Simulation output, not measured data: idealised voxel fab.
Proc. module: voxel self aligned contacts
Each square cell in cross-section cut measures 5 nm, and the section as a whole is 300 nm wide.
Bands, listed from the top down, are how a cross-section gets written in this document; the cross-section itself is a grid of square cells, and a band is one or more rows of them. Quick guide to a band line: top height, bottom height (nm) up front; then every material left to right with its width in nm. Only one material and it's marked "everywhere"? Then it fills the band edge to edge. And "air" just means empty space. All heights in this document are referenced to 0, defined as the level beneath which the wafer, as received, consists entirely of one material. The lowest band is not bounded below; it extends indefinitely downward and is written in the form "0 nm and below". Quick explanation for "30..40": the width changes in equal steps down the rows of cells, from the first number in the band's top row to the second number in its bottom row. "nothing different" (step): cross-section cells unchanged, all of them. The list in "Completely sealed voids" covers empty spaces of 8 cells or more that cannot reach the top through any open way, and it gives each as width x height at distance; the distance is from the left edge, and width, height and distance are in nm. On each step's line, the part that comes after the settings is the simulator's own comment on the step. overlay nm: step with mask; distance mask lay right of planned place; negative value = left of planned place.
Steps planned for the process
1: RECEIVE with material Si
2: OXIDIZE with depth nm 5
3: DIRECTIONAL_DEP with material polySi, thk nm 25
4: DIRECTIONAL_DEP with material SiN, thk nm 25
5: MASKED_ETCH with tone cover, mask id GATE, width nm 30, pitch nm 75, etch materials SiN, depth nm 25, overlay nm 0
6: MASKED_ETCH with tone cover, mask id GATE, width nm 30, pitch nm 75, etch materials polySi, depth nm 25, overlay nm 0
7: CONFORMAL_DEP with material SiN, thk nm 10
8: DIRECTIONAL_ETCH with etch materials SiN, depth nm 10
9: FILL_DEP with material SiO2, thk nm 15
10: CMP with height nm 55
11: PATTERN with tone open, mask id CONTACT, material resist, width nm 55, pitch nm 75, thk nm 15, overlay nm 0
12: DIRECTIONAL_ETCH with etch materials SiO2, depth nm 60
13: STRIP with etch materials resist
14: CONFORMAL_DEP with material TiN, thk nm 5
15: FILL_DEP with material W, thk nm 5
16: CMP with height nm 55
17: CONFORMAL_DEP with material SiN, thk nm 5
Of two wafers, the first: run according to plan
As received, after step 1
* 0 nm and below | Si everywhere
* Completely sealed voids: none
Step 2 done - wafer cross-section
* 0 nm to -5 nm | SiO2 everywhere
* Below -5, the layers are the same as they were.
Step 3 done - wafer cross-section
* 25 nm to 0 nm | polySi everywhere
* Below 0, the layers are the same as they were.
Step 4 done - wafer cross-section
* 50 nm to 25 nm | SiN everywhere
* Below 25, the layers are the same as they were.
Step 5 done - wafer cross-section
* 50 nm to 25 nm | 60 nm air, 30 nm SiN, 45 nm air, 30 nm SiN, 45 nm air, 30 nm SiN, 60 nm air
* Below 25, the layers are the same as they were.
Step 6 done - wafer cross-section
* 50 nm to 25 nm | 60 nm air, 30 nm SiN, 45 nm air, 30 nm SiN, 45 nm air, 30 nm SiN, 60 nm air
* 25 nm to 0 nm | 60 nm air, 30 nm polySi, 45 nm air, 30 nm polySi, 45 nm air, 30 nm polySi, 60 nm air
* Below 0, the layers are the same as they were.
Step 7 done - wafer cross-section
* 60 nm to 25 nm | 50 nm air, 50 nm SiN, 25 nm air, 50 nm SiN, 25 nm air, 50 nm SiN, 50 nm air
* 25 nm to 10 nm | 50 nm air, 10 nm SiN, 30 nm polySi, 10 nm SiN, 25 nm air, 10 nm SiN, 30 nm polySi, 10 nm SiN, 25 nm air, 10 nm SiN, 30 nm polySi, 10 nm SiN, 50 nm air
* 10 nm to 0 nm | 60 nm SiN, 30 nm polySi, 45 nm SiN, 30 nm polySi, 45 nm SiN, 30 nm polySi, 60 nm SiN
* Below 0, the layers are the same as they were.
Step 8 done - wafer cross-section
* 50 nm to 25 nm | 50 nm air, 50 nm SiN, 25 nm air, 50 nm SiN, 25 nm air, 50 nm SiN, 50 nm air
* 25 nm to 0 nm | 50 nm air, 10 nm SiN, 30 nm polySi, 10 nm SiN, 25 nm air, 10 nm SiN, 30 nm polySi, 10 nm SiN, 25 nm air, 10 nm SiN, 30 nm polySi, 10 nm SiN, 50 nm air
* Below 0, the layers are the same as they were.
Step 9 done - wafer cross-section
* 65 nm to 50 nm | SiO2 everywhere
* 50 nm to 25 nm | 50 nm SiO2, 50 nm SiN, 25 nm SiO2, 50 nm SiN, 25 nm SiO2, 50 nm SiN, 50 nm SiO2
* 25 nm to 0 nm | 50 nm SiO2, 10 nm SiN, 30 nm polySi, 10 nm SiN, 25 nm SiO2, 10 nm SiN, 30 nm polySi, 10 nm SiN, 25 nm SiO2, 10 nm SiN, 30 nm polySi, 10 nm SiN, 50 nm SiO2
* Below 0, the layers are the same as they were.
Step 10 done - wafer cross-section
* 55 nm to 50 nm | SiO2 everywhere
* Below 50, the layers are the same as they were.
Step 11 done - wafer cross-section
* 70 nm to 55 nm | 85 nm resist, 55 nm air, 20 nm resist, 55 nm air, 85 nm resist
* Below 55, the layers are the same as they were.
Step 12 done - wafer cross-section
* 70 nm to 55 nm | 85 nm resist, 55 nm air, 20 nm resist, 55 nm air, 85 nm resist
* 55 nm to 50 nm | 85 nm SiO2, 55 nm air, 20 nm SiO2, 55 nm air, 85 nm SiO2
* 50 nm to 25 nm | 50 nm SiO2, 50 nm SiN, 25 nm air, 50 nm SiN, 25 nm air, 50 nm SiN, 50 nm SiO2
* 25 nm to 0 nm | 50 nm SiO2, 10 nm SiN, 30 nm polySi, 10 nm SiN, 25 nm air, 10 nm SiN, 30 nm polySi, 10 nm SiN, 25 nm air, 10 nm SiN, 30 nm polySi, 10 nm SiN, 50 nm SiO2
* 0 nm to -5 nm | 100 nm SiO2, 25 nm air, 50 nm SiO2, 25 nm air, 100 nm SiO2
* Below -5, the layers are the same as they were.
Step 13 done - wafer cross-section
* 55 nm to 50 nm | 85 nm SiO2, 55 nm air, 20 nm SiO2, 55 nm air, 85 nm SiO2
* Below 50, the layers are the same as they were.
Step 14 done - wafer cross-section
* 60 nm to 55 nm | 90 nm TiN, 45 nm air, 30 nm TiN, 45 nm air, 90 nm TiN
* 55 nm to 50 nm | 85 nm SiO2, 20 nm TiN, 15 nm air, 20 nm TiN, 20 nm SiO2, 20 nm TiN, 15 nm air, 20 nm TiN, 85 nm SiO2
* 50 nm to 25 nm | 50 nm SiO2, 50 nm SiN, 5 nm TiN, 15 nm air, 5 nm TiN, 50 nm SiN, 5 nm TiN, 15 nm air, 5 nm TiN, 50 nm SiN, 50 nm SiO2
* 25 nm to 0 nm | 50 nm SiO2, 10 nm SiN, 30 nm polySi, 10 nm SiN, 5 nm TiN, 15 nm air, 5 nm TiN, 10 nm SiN, 30 nm polySi, 10 nm SiN, 5 nm TiN, 15 nm air, 5 nm TiN, 10 nm SiN, 30 nm polySi, 10 nm SiN, 50 nm SiO2
* 0 nm to -5 nm | 100 nm SiO2, 25 nm TiN, 50 nm SiO2, 25 nm TiN, 100 nm SiO2
* Below -5, the layers are the same as they were.
Step 15 done - wafer cross-section
* 65 nm to 60 nm | W everywhere
* 60 nm to 55 nm | 90 nm TiN, 45 nm W, 30 nm TiN, 45 nm W, 90 nm TiN
* 55 nm to 50 nm | 85 nm SiO2, 20 nm TiN, 15 nm W, 20 nm TiN, 20 nm SiO2, 20 nm TiN, 15 nm W, 20 nm TiN, 85 nm SiO2
* 50 nm to 25 nm | 50 nm SiO2, 50 nm SiN, 5 nm TiN, 15 nm W, 5 nm TiN, 50 nm SiN, 5 nm TiN, 15 nm W, 5 nm TiN, 50 nm SiN, 50 nm SiO2
* 25 nm to 0 nm | 50 nm SiO2, 10 nm SiN, 30 nm polySi, 10 nm SiN, 5 nm TiN, 15 nm W, 5 nm TiN, 10 nm SiN, 30 nm polySi, 10 nm SiN, 5 nm TiN, 15 nm W, 5 nm TiN, 10 nm SiN, 30 nm polySi, 10 nm SiN, 50 nm SiO2
* Below 0, the layers are the same as they were.
Step 16 done - wafer cross-section
* 55 nm to 50 nm | 85 nm SiO2, 20 nm TiN, 15 nm W, 20 nm TiN, 20 nm SiO2, 20 nm TiN, 15 nm W, 20 nm TiN, 85 nm SiO2
* Below 50, the layers are the same as they were.
Step 17 done - wafer cross-section
* 60 nm to 55 nm | SiN everywhere
* Below 55, the layers are the same as they were.
Now the other wafer: same start, same recipe, but we messed up one thing when running it. Up to and including step 10 it's the same as the first one
The second wafer in cross-section, at the planned close of step 11
* 70 nm to 55 nm | 85 nm air, 55 nm resist, 20 nm air, 55 nm resist, 85 nm air
* Below 55, the layers are the same as they were.
The second wafer in cross-section, at the planned close of step 12
* 70 nm to 55 nm | 85 nm air, 55 nm resist, 20 nm air, 55 nm resist, 85 nm air
* 55 nm to 50 nm | 85 nm air, 55 nm SiO2, 20 nm air, 55 nm SiO2, 85 nm air
* 50 nm to 25 nm | 50 nm air, 50 nm SiN, 25 nm SiO2, 50 nm SiN, 25 nm SiO2, 50 nm SiN, 50 nm air
* 25 nm to 0 nm | 50 nm air, 10 nm SiN, 30 nm polySi, 10 nm SiN, 25 nm SiO2, 10 nm SiN, 30 nm polySi, 10 nm SiN, 25 nm SiO2, 10 nm SiN, 30 nm polySi, 10 nm SiN, 50 nm air
* 0 nm to -5 nm | 50 nm air, 200 nm SiO2, 50 nm air
* Below -5, the layers are the same as they were.
The second wafer in cross-section, at the planned close of step 13
* 55 nm to 50 nm | 85 nm air, 55 nm SiO2, 20 nm air, 55 nm SiO2, 85 nm air
* Below 50, the layers are the same as they were.
The second wafer in cross-section, at the planned close of step 14
* 60 nm to 55 nm | 80 nm air, 65 nm TiN, 10 nm air, 65 nm TiN, 80 nm air
* 55 nm to 50 nm | 45 nm air, 40 nm TiN, 55 nm SiO2, 20 nm TiN, 55 nm SiO2, 40 nm TiN, 45 nm air
* 50 nm to 25 nm | 45 nm air, 5 nm TiN, 50 nm SiN, 25 nm SiO2, 50 nm SiN, 25 nm SiO2, 50 nm SiN, 5 nm TiN, 45 nm air
* 25 nm to 0 nm | 45 nm air, 5 nm TiN, 10 nm SiN, 30 nm polySi, 10 nm SiN, 25 nm SiO2, 10 nm SiN, 30 nm polySi, 10 nm SiN, 25 nm SiO2, 10 nm SiN, 30 nm polySi, 10 nm SiN, 5 nm TiN, 45 nm air
* 0 nm to -5 nm | 50 nm TiN, 200 nm SiO2, 50 nm TiN
* Below -5, the layers are the same as they were.
The second wafer in cross-section, at the planned close of step 15
* 65 nm to 60 nm | W everywhere
* 60 nm to 55 nm | 80 nm W, 65 nm TiN, 10 nm W, 65 nm TiN, 80 nm W
* 55 nm to 50 nm | 45 nm W, 40 nm TiN, 55 nm SiO2, 20 nm TiN, 55 nm SiO2, 40 nm TiN, 45 nm W
* 50 nm to 25 nm | 45 nm W, 5 nm TiN, 50 nm SiN, 25 nm SiO2, 50 nm SiN, 25 nm SiO2, 50 nm SiN, 5 nm TiN, 45 nm W
* 25 nm to 0 nm | 45 nm W, 5 nm TiN, 10 nm SiN, 30 nm polySi, 10 nm SiN, 25 nm SiO2, 10 nm SiN, 30 nm polySi, 10 nm SiN, 25 nm SiO2, 10 nm SiN, 30 nm polySi, 10 nm SiN, 5 nm TiN, 45 nm W
* Below 0, the layers are the same as they were.
The second wafer in cross-section, at the planned close of step 16
* 55 nm to 50 nm | 45 nm W, 40 nm TiN, 55 nm SiO2, 20 nm TiN, 55 nm SiO2, 40 nm TiN, 45 nm W
* Below 50, the layers are the same as they were.
The second wafer in cross-section, at the planned close of step 17
* 60 nm to 55 nm | SiN everywhere
* Below 55, the layers are the same as they were.
Deviation noted in wafer processing: step 11, actual vs plan mismatch, actual run PATTERN with tone cover, mask id CONTACT, material resist, width nm 55, pitch nm 75, thk nm 15, overlay nm 0
In the final state, the cell counts of the second wafer exceed or fall short of those of the first for the following materials: -126 SiO2 | -6 TiN | +132 W
